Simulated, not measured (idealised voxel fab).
process module | voxel ribs on slabs
cross-section cut | 235 nm wide | cells 5 nm
A cross-section is a grid of square cells, given in bands from the top down. A band is one or more rows of cells.
Each band's line starts with the height of the band's top and of its bottom, in nm. Then come its materials from left to right, each with its width in nm. One material with "throughout" fills the band from edge to edge. "air" is empty space.
Height 0 is the level under which the wafer as received is all one material. The lowest band goes on downwards, as in "0 down".
A width such as "30 to 40" changes by the same amount from each row of cells to the next, from the band's top row to its bottom row.
"no change" after a step means that no cell of the cross-section changed.
closed voids: empty space of 8 cells or more with no open way to the top, each as width x height at its distance from the left edge, in nm
after a step's settings: what the simulator itself notes on the step
overlay nm, on a step with a mask: how far to the right of its planned place the mask lay; to the left if negative
plan
1 op RECEIVE | material Si
2 op DIRECTIONAL_DEP | material SiO2 | thk nm 25
3 op DIRECTIONAL_DEP | material polySi | thk nm 20
4 op MASKED_ETCH | tone cover | mask id RIB | width nm 20 | etch materials polySi | depth nm 5 | overlay nm 0
5 op MASKED_ETCH | tone cover | mask id SLAB | width nm 70 | etch materials polySi | depth nm 15 | overlay nm 0
6 op FILL_DEP | material SiO2 | thk nm 25
7 op CMP | height nm 65
8 op DIRECTIONAL_DEP | material TiN | thk nm 5
9 op PATTERN | tone cover | mask id HEATER | material resist | width nm 30 | thk nm 20 | overlay nm -15
10 op DIRECTIONAL_ETCH | etch materials TiN | depth nm 5
11 op STRIP | etch materials resist
12 op CONFORMAL_DEP | material SiO2 | thk nm 5
varied across the wafers: overlay nm of step 9. The plan shows the first wafer's value. All wafers start alike
first wafer as received, after step 1
  0 down: Si throughout
  closed voids: none
each wafer at the end: cells of each material gained (+) or lost (-) since it was received, then its closed voids
overlay nm -15 | +614 SiO2 | +6 TiN | +46 polySi | closed voids: none
overlay nm -10 | +614 SiO2 | +6 TiN | +46 polySi | closed voids: none
overlay nm -5 | +614 SiO2 | +6 TiN | +46 polySi | closed voids: none
overlay nm 0 | +614 SiO2 | +6 TiN | +46 polySi | closed voids: none
overlay nm 5 | +614 SiO2 | +6 TiN | +46 polySi | closed voids: none
overlay nm 10 | +614 SiO2 | +6 TiN | +46 polySi | closed voids: none
overlay nm 15 | +614 SiO2 | +6 TiN | +46 polySi | closed voids: none
